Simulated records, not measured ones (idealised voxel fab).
process module | voxel self aligned vias
cross-section cut | 210 nm wide | cells 5 nm
A cross-section is a grid of square cells, given in bands from the top down. A band is one or more rows of cells.
Each band's line starts with the height of the band's top and of its bottom, in nm. Then come its materials from left to right, each with its width in nm. One material with "throughout" fills the band from edge to edge. "air" is empty space.
Height 0 is the level under which the wafer as received is all one material. The lowest band goes on downwards, as in "0 down".
A width such as "30 to 40" changes by the same amount from each row of cells to the next, from the band's top row to its bottom row.
"no change" after a step means that no cell of the cross-section changed.
closed voids: empty space of 8 cells or more with no open way to the top, each as width x height at its distance from the left edge, in nm
after a step's settings: what the simulator itself notes on the step
overlay nm, on a step with a mask: how far to the right of its planned place the mask lay; to the left if negative
plan
1 op RECEIVE | material Si
2 op CONFORMAL_DEP | material SiO2 | thk nm 10
3 op CONFORMAL_DEP | material SiCN | thk nm 5
4 op DIRECTIONAL_DEP | material lowk | thk nm 30
5 op PATTERN | tone open | mask id LINES | material resist | width nm 20 | pitch nm 55 | thk nm 15 | overlay nm 0
6 op DIRECTIONAL_ETCH | etch materials lowk | depth nm 30
7 op STRIP | etch materials resist
8 op CONFORMAL_DEP | material TiN | thk nm 5
9 op FILL_DEP | material W | thk nm 10
10 op CMP | height nm 45
11 op SELECTIVE_ETCH | etch materials W Ru TiN | depth nm 10
12 op FILL_DEP | material SiN | thk nm 5
13 op CMP | height nm 45
14 op DIRECTIONAL_DEP | material lowk | thk nm 20
15 op MASKED_ETCH | tone open | mask id VIAS | width nm 40 | etch materials lowk | depth nm 20 | overlay nm 0
16 op MASKED_ETCH | tone open | mask id VIAS | width nm 40 | etch materials SiN | depth nm 10 | overlay nm 0
17 op CONFORMAL_DEP | material TiN | thk nm 5
18 op FILL_DEP | material W | thk nm 10
19 op CMP | height nm 65
20 op CONFORMAL_DEP | material SiCN | thk nm 5
as received, after step 1
  0 down: Si throughout
  closed voids: none
a wafer at the end: this start, this plan, one mistake
  70 to 65: SiCN throughout
  65 to 50: W 50 | TiN 5 | lowk 40 | TiN 5 | W 110
  50 to 45: TiN 55 | lowk 40 | TiN 115
  45 to 35: lowk 65 | SiN 20 | lowk 35 | SiN 20 | lowk 70
  35 to 20: lowk 65 | TiN 5 | W 10 | TiN 5 | lowk 35 | TiN 5 | W 10 | TiN 5 | lowk 70
  20 to 15: lowk 65 | TiN 20 | lowk 35 | TiN 20 | lowk 70
  15 to 10: SiCN throughout
  10 to 0: SiO2 throughout
  0 down: Si throughout
  closed voids: none
what went wrong: step 15 ran as: op MASKED_ETCH | tone cover | mask id VIAS | width nm 40 | etch materials lowk | depth nm 20 | overlay nm 0
